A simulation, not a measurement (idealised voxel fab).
process module | voxel self aligned vias
For reference, the cross-section in this document is cut, with width 250 nm and square cells of 5 nm.
Heads up, the way a cross-section reads in here is a grid of square cells, handed over as bands from the top down, with every band being one or more rows of cells. What a band's entry tells you: where the top is and where the bottom is, as heights in nm, and after that what lies inside, material by material from left to right, each with its width in nm. Empty space is written as the word "blank", and a single material marked with the word "all across" occupies the band from edge to edge. Height 0 is the level under which the wafer as received is all one material. The lowest band goes on downwards, as in "0 -> down". A width such as "30->40" changes by the same amount from each row of cells to the next, from the band's top row to its bottom row. No cell of the cross-section changed in a step that is given as "identical to before". The list in "Enclosed void listing" covers empty spaces of 8 cells or more that cannot reach the top through any open way, and it gives each as width x height at distance; the distance is from the left edge, and width, height and distance are in nm. Heads up: the bit after the settings on a step's line is the simulator's remark on that step. Steps that use a mask can have "overlay nm" on their line. It says how far the mask sat to the right of where it was meant to be. Negative means to the left.

### Below is the list of planned process steps
1: RECEIVE,material Si
2: CONFORMAL_DEP,material SiO2,thk nm 15
3: CONFORMAL_DEP,material SiCN,thk nm 5
4: DIRECTIONAL_DEP,material lowk,thk nm 25
5: PATTERN,tone open,mask id LINES,material resist,width nm 20,pitch nm 55,thk nm 20,overlay nm 0
6: DIRECTIONAL_ETCH,etch materials lowk,depth nm 25
7: STRIP,etch materials resist
8: CONFORMAL_DEP,material TiN,thk nm 5
9: FILL_DEP,material W,thk nm 5
10: CMP,height nm 45
11: SELECTIVE_ETCH,etch materials W Ru TiN,depth nm 5
12: FILL_DEP,material SiN,thk nm 10
13: CMP,height nm 45
14: DIRECTIONAL_DEP,material lowk,thk nm 20
15: DIRECTIONAL_DEP,material aC,thk nm 10
16: PATTERN,tone open,mask id VIAS,material resist,width nm 40,pitch nm 55,thk nm 25,overlay nm 0
17: DIRECTIONAL_ETCH,etch materials aC,depth nm 10
18: STRIP,etch materials resist
19: DIRECTIONAL_ETCH,etch materials lowk,depth nm 20
20: DIRECTIONAL_ETCH,etch materials SiN,depth nm 5
21: STRIP,etch materials aC
22: CONFORMAL_DEP,material TiN,thk nm 5
23: FILL_DEP,material Ru,thk nm 10
24: CMP,height nm 65
25: CONFORMAL_DEP,material SiCN,thk nm 5

### Shown in cross-section is the wafer as received, that is, as it stands after step 1
> 0 -> down = Si all across
> Enclosed void listing: none

### First of two wafers at the end of the module, shown in cross-section; run carried out as planned
> 70 -> 65 = SiCN all across
> 65 -> 50 = lowk (50) | TiN (5) | Ru (30) | TiN (5) | lowk (15) | TiN (5) | Ru (30) | TiN (5) | lowk (15) | TiN (5) | Ru (30) | TiN (5) | lowk (50)
> 50 -> 45 = lowk (50) | TiN (15) | Ru (10) | TiN (15) | lowk (15) | TiN (15) | Ru (10) | TiN (15) | lowk (15) | TiN (15) | Ru (10) | TiN (15) | lowk (50)
> 45 -> 40 = lowk (60) | TiN (20) | lowk (35) | TiN (20) | lowk (35) | TiN (20) | lowk (60)
> 40 -> 25 = lowk (60) | TiN (5) | W (10) | TiN (5) | lowk (35) | TiN (5) | W (10) | TiN (5) | lowk (35) | TiN (5) | W (10) | TiN (5) | lowk (60)
> 25 -> 20 = lowk (60) | TiN (20) | lowk (35) | TiN (20) | lowk (35) | TiN (20) | lowk (60)
> 20 -> 15 = SiCN all across
> 15 -> 0 = SiO2 all across
> 0 -> down = Si all across
> Enclosed void listing: none

### End-of-module cross-section of the second wafer: identical starting point and process plan to the first, with one processing mistake
> 70 -> 65 = SiCN all across
> 65 -> 50 = lowk (55) | TiN (5) | Ru (25) | TiN (5) | lowk (20) | TiN (5) | Ru (25) | TiN (5) | lowk (20) | TiN (5) | Ru (25) | TiN (5) | lowk (50)
> 50 -> 45 = lowk (55) | TiN (10) | Ru (10) | TiN (15) | lowk (20) | TiN (10) | Ru (10) | TiN (15) | lowk (20) | TiN (10) | Ru (10) | TiN (15) | lowk (50)
> 45 -> 40 = lowk (60) | TiN (20) | lowk (35) | TiN (20) | lowk (35) | TiN (20) | lowk (60)
> 40 -> 25 = lowk (60) | TiN (5) | W (10) | TiN (5) | lowk (35) | TiN (5) | W (10) | TiN (5) | lowk (35) | TiN (5) | W (10) | TiN (5) | lowk (60)
> 25 -> 20 = lowk (60) | TiN (20) | lowk (35) | TiN (20) | lowk (35) | TiN (20) | lowk (60)
> 20 -> 15 = SiCN all across
> 15 -> 0 = SiO2 all across
> 0 -> down = Si all across
> Enclosed void listing: none
Diagnosis: contrary to plan, step 16 was performed as PATTERN,tone open,mask id VIAS,material resist,width nm 35,pitch nm 55,thk nm 25,overlay nm 0
The final cell counts differ between the wafers, with the second having more or fewer of some materials than the first: Ru -9 | TiN -3 | lowk +12
